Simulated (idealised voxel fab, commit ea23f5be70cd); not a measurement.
process module | voxel double patterning
cross-section cut | 220 nm wide | cells 5 nm
A cross-section is a grid of square cells, given in bands from the top down. A band is one or more rows of cells.
Each band's line starts with the height of the band's top and of its bottom, in nm. Then come its materials from left to right, each with its width in nm. One material with "throughout" fills the band from edge to edge. "air" is empty space.
Height 0 is the level under which the wafer as received is all one material. The lowest band goes on downwards, as in "0 down".
A width such as "30 to 40" changes by the same amount from each row of cells to the next, from the band's top row to its bottom row.
"no change" after a step means that no cell of the cross-section changed.
closed voids: empty space of 8 cells or more with no open way to the top, each as width x height at its distance from the left edge, in nm
after a step's settings: what the simulator itself notes on the step
overlay nm, on a step with a mask: how far to the right of its planned place the mask lay; to the left if negative
plan
1 op RECEIVE | material Si
2 op CONFORMAL_DEP | material SiO2 | thk nm 10
3 op DIRECTIONAL_DEP | material W | thk nm 15
4 op DIRECTIONAL_DEP | material SiCN | thk nm 5
5 op DIRECTIONAL_DEP | material aC | thk nm 10
6 op PATTERN | tone open | mask id FIRST | material resist | width nm 15 | pitch nm 50 | thk nm 25 | overlay nm 0
7 op DIRECTIONAL_ETCH | etch materials aC | depth nm 5
8 op STRIP | etch materials resist
9 op DIRECTIONAL_ETCH | etch materials SiCN | depth nm 5
10 op STRIP | etch materials aC
11 op DIRECTIONAL_DEP | material aC | thk nm 10
12 op PATTERN | tone open | mask id SECOND | material resist | width nm 15 | pitch nm 50 | thk nm 30 | overlay nm 0
13 op DIRECTIONAL_ETCH | etch materials aC | depth nm 10
14 op STRIP | etch materials resist
15 op DIRECTIONAL_ETCH | etch materials SiCN | depth nm 5
16 op STRIP | etch materials aC
17 op DIRECTIONAL_ETCH | etch materials W | depth nm 15
18 op STRIP | etch materials SiCN
varied across the wafers: depth nm of step 7. The plan shows the first wafer's value. All wafers start alike
first wafer as received, after step 1
  0 down: Si throughout
  closed voids: none
each wafer at the end: cells of each material gained (+) or lost (-) since it was received, then its closed voids
depth nm 5 | +88 SiO2 | +114 W | closed voids: none
depth nm 10 | +88 SiO2 | +87 W | closed voids: none
depth nm 15 | +88 SiO2 | +87 W | closed voids: none
depth nm 20 | +88 SiO2 | +87 W | closed voids: none
depth nm 25 | +88 SiO2 | +87 W | closed voids: none
